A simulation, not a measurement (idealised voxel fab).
process module | voxel spacer lines
cross-section cut | 225 nm wide | cells 5 nm
A cross-section is a grid of square cells, given in bands from the top down. A band is one or more rows of cells.
Each band's line starts with the height of the band's top and of its bottom, in nm. Then come its materials from left to right, each with its width in nm. One material with "throughout" fills the band from edge to edge. "air" is empty space.
Height 0 is the level under which the wafer as received is all one material. The lowest band goes on downwards, as in "0 down".
A width such as "30 to 40" changes by the same amount from each row of cells to the next, from the band's top row to its bottom row.
"no change" after a step means that no cell of the cross-section changed.
closed voids: empty space of 8 cells or more with no open way to the top, each as width x height at its distance from the left edge, in nm
after a step's settings: what the simulator itself notes on the step
overlay nm, on a step with a mask: how far to the right of its planned place the mask lay; to the left if negative
plan
1 op RECEIVE | material Si
2 op CONFORMAL_DEP | material Al2O3 | thk nm 10
3 op DIRECTIONAL_DEP | material polySi | thk nm 15
4 op DIRECTIONAL_DEP | material aC | thk nm 30
5 op PATTERN | tone cover | mask id MANDREL | material resist | width nm 20 | pitch nm 60 | thk nm 35 | overlay nm 0
6 op DIRECTIONAL_ETCH | etch materials aC | depth nm 30
7 op STRIP | etch materials resist
8 op CONFORMAL_DEP | material SiO2 | thk nm 10
9 op DIRECTIONAL_ETCH | etch materials SiO2 | depth nm 10
10 op STRIP | etch materials aC
11 op DIRECTIONAL_ETCH | etch materials polySi | depth nm 15
12 op STRIP | etch materials SiO2
first wafer, as planned
as received, after step 1
  0 down: Si throughout
  closed voids: none
after step 2
  10 to 0: Al2O3 throughout
  below 0: unchanged
after step 3
  25 to 10: polySi throughout
  below 10: unchanged
after step 4
  55 to 25: aC throughout
  below 25: unchanged
after step 5
  90 to 55: air 70 | resist 20 | air 40 | resist 20 | air 75
  below 55: unchanged
after step 6
  60 to 55: air 70 | resist 20 | air 40 | resist 20 | air 75
  55 to 25: air 70 | aC 20 | air 40 | aC 20 | air 75
  below 25: unchanged
after step 7
  55 to 25: air 70 | aC 20 | air 40 | aC 20 | air 75
  below 25: unchanged
after step 8
  65 to 55: air 60 | SiO2 40 | air 20 | SiO2 40 | air 65
  55 to 35: air 60 | SiO2 10 | aC 20 | SiO2 10 | air 20 | SiO2 10 | aC 20 | SiO2 10 | air 65
  35 to 25: SiO2 70 | aC 20 | SiO2 40 | aC 20 | SiO2 75
  below 25: unchanged
after step 9
  55 to 25: air 60 | SiO2 10 | aC 20 | SiO2 10 | air 20 | SiO2 10 | aC 20 | SiO2 10 | air 65
  below 25: unchanged
after step 10
  55 to 25: air 60 | SiO2 10 | air 20 | SiO2 10 | air 20 | SiO2 10 | air 20 | SiO2 10 | air 65
  below 25: unchanged
after step 11
  55 to 25: air 60 | SiO2 10 | air 20 | SiO2 10 | air 20 | SiO2 10 | air 20 | SiO2 10 | air 65
  25 to 10: air 60 | polySi 10 | air 20 | polySi 10 | air 20 | polySi 10 | air 20 | polySi 10 | air 65
  below 10: unchanged
after step 12
  25 to 10: air 60 | polySi 10 | air 20 | polySi 10 | air 20 | polySi 10 | air 20 | polySi 10 | air 65
  below 10: unchanged
second wafer: like start, like plan, one mistake. Through step 4 it matches the first wafer
when step 5 should have ended
  90 to 55: resist 70 | air 20 | resist 40 | air 20 | resist 75
  below 55: unchanged
when step 6 should have ended
  60 to 55: resist 70 | air 20 | resist 40 | air 20 | resist 75
  55 to 25: aC 70 | air 20 | aC 40 | air 20 | aC 75
  below 25: unchanged
when step 7 should have ended
  55 to 25: aC 70 | air 20 | aC 40 | air 20 | aC 75
  below 25: unchanged
when step 8 should have ended
  65 to 55: SiO2 throughout
  55 to 25: aC 70 | SiO2 20 | aC 40 | SiO2 20 | aC 75
  below 25: unchanged
when step 9 should have ended
  55 to 25: aC 70 | SiO2 20 | aC 40 | SiO2 20 | aC 75
  below 25: unchanged
when step 10 should have ended
  55 to 25: air 70 | SiO2 20 | air 40 | SiO2 20 | air 75
  below 25: unchanged
when step 11 should have ended
  55 to 25: air 70 | SiO2 20 | air 40 | SiO2 20 | air 75
  25 to 10: air 70 | polySi 20 | air 40 | polySi 20 | air 75
  below 10: unchanged
when step 12 should have ended
  25 to 10: air 70 | polySi 20 | air 40 | polySi 20 | air 75
  below 10: unchanged
what went wrong: step 5 ran as: op PATTERN | tone open | mask id MANDREL | material resist | width nm 20 | pitch nm 60 | thk nm 35 | overlay nm 0
at the end the second wafer has, in cells: as many of each material as the first, in other places
